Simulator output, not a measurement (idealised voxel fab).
process module | voxel fin reveal
cross-section cut | 215 nm wide | cells 5 nm
A cross-section is a grid of square cells, given in bands from the top down. A band is one or more rows of cells.
Each band's line starts with the height of the band's top and of its bottom, in nm. Then come its materials from left to right, each with its width in nm. One material with "throughout" fills the band from edge to edge. "air" is empty space.
Height 0 is the level under which the wafer as received is all one material. The lowest band goes on downwards, as in "0 down".
A width such as "30 to 40" changes by the same amount from each row of cells to the next, from the band's top row to its bottom row.
"no change" after a step means that no cell of the cross-section changed.
closed voids: empty space of 8 cells or more with no open way to the top, each as width x height at its distance from the left edge, in nm
after a step's settings: what the simulator itself notes on the step
overlay nm, on a step with a mask: how far to the right of its planned place the mask lay; to the left if negative
plan
1 op RECEIVE | material Si
2 op CONFORMAL_DEP | material SiN | thk nm 5
3 op DIRECTIONAL_DEP | material aC | thk nm 15
4 op PATTERN | tone cover | mask id FINS | material resist | width nm 15 | pitch nm 40 | thk nm 35 | overlay nm 0
5 op DIRECTIONAL_ETCH | etch materials aC | depth nm 15
6 op STRIP | etch materials resist
7 op DIRECTIONAL_ETCH | etch materials SiN | depth nm 5
8 op DIRECTIONAL_ETCH | etch materials Si | depth nm 40
9 op STRIP | etch materials aC
10 op OXIDIZE | depth nm 5
11 op FILL_DEP | material SiO2 | thk nm 10
12 op CMP | height nm 5
13 op SELECTIVE_ETCH | etch materials SiO2 | depth nm 15
14 op STRIP | etch materials SiN
15 op CONFORMAL_DEP | material HfO2 | thk nm 5
varied across the wafers: width nm of step 4. The plan shows the first wafer's value. All wafers start alike
first wafer as received, after step 1
  0 down: Si throughout
  closed voids: none
first wafer at the end, after step 15
  5 to 0: air 60 | HfO2 15 | air 25 | HfO2 15 | air 25 | HfO2 15 | air 60
  0 to -5: air 60 | HfO2 5 | Si 5 | HfO2 5 | air 25 | HfO2 5 | Si 5 | HfO2 5 | air 25 | HfO2 5 | Si 5 | HfO2 5 | air 60
  -5 to -10: HfO2 65 | Si 5 | HfO2 35 | Si 5 | HfO2 35 | Si 5 | HfO2 65
  -10 to -45: SiO2 65 | Si 5 | SiO2 35 | Si 5 | SiO2 35 | Si 5 | SiO2 65
  -45 down: Si throughout
  closed voids: none
last wafer at the end
  5 to 0: air 55 | HfO2 25 | air 15 | HfO2 25 | air 15 | HfO2 25 | air 55
  0 to -5: air 55 | HfO2 5 | Si 15 | HfO2 5 | air 15 | HfO2 5 | Si 15 | HfO2 5 | air 15 | HfO2 5 | Si 15 | HfO2 5 | air 55
  -5 to -10: HfO2 60 | Si 15 | HfO2 25 | Si 15 | HfO2 25 | Si 15 | HfO2 60
  -10 to -45: SiO2 60 | Si 15 | SiO2 25 | Si 15 | SiO2 25 | Si 15 | SiO2 60
  -45 down: Si throughout
  closed voids: none
each wafer at the end: cells of each material gained (+) or lost (-) since it was received, then its closed voids
width nm 15 | +55 HfO2 | -360 Si | +280 SiO2 | closed voids: none
width nm 20 | +55 HfO2 | -333 Si | +259 SiO2 | closed voids: none
width nm 25 | +55 HfO2 | -306 Si | +238 SiO2 | closed voids: none
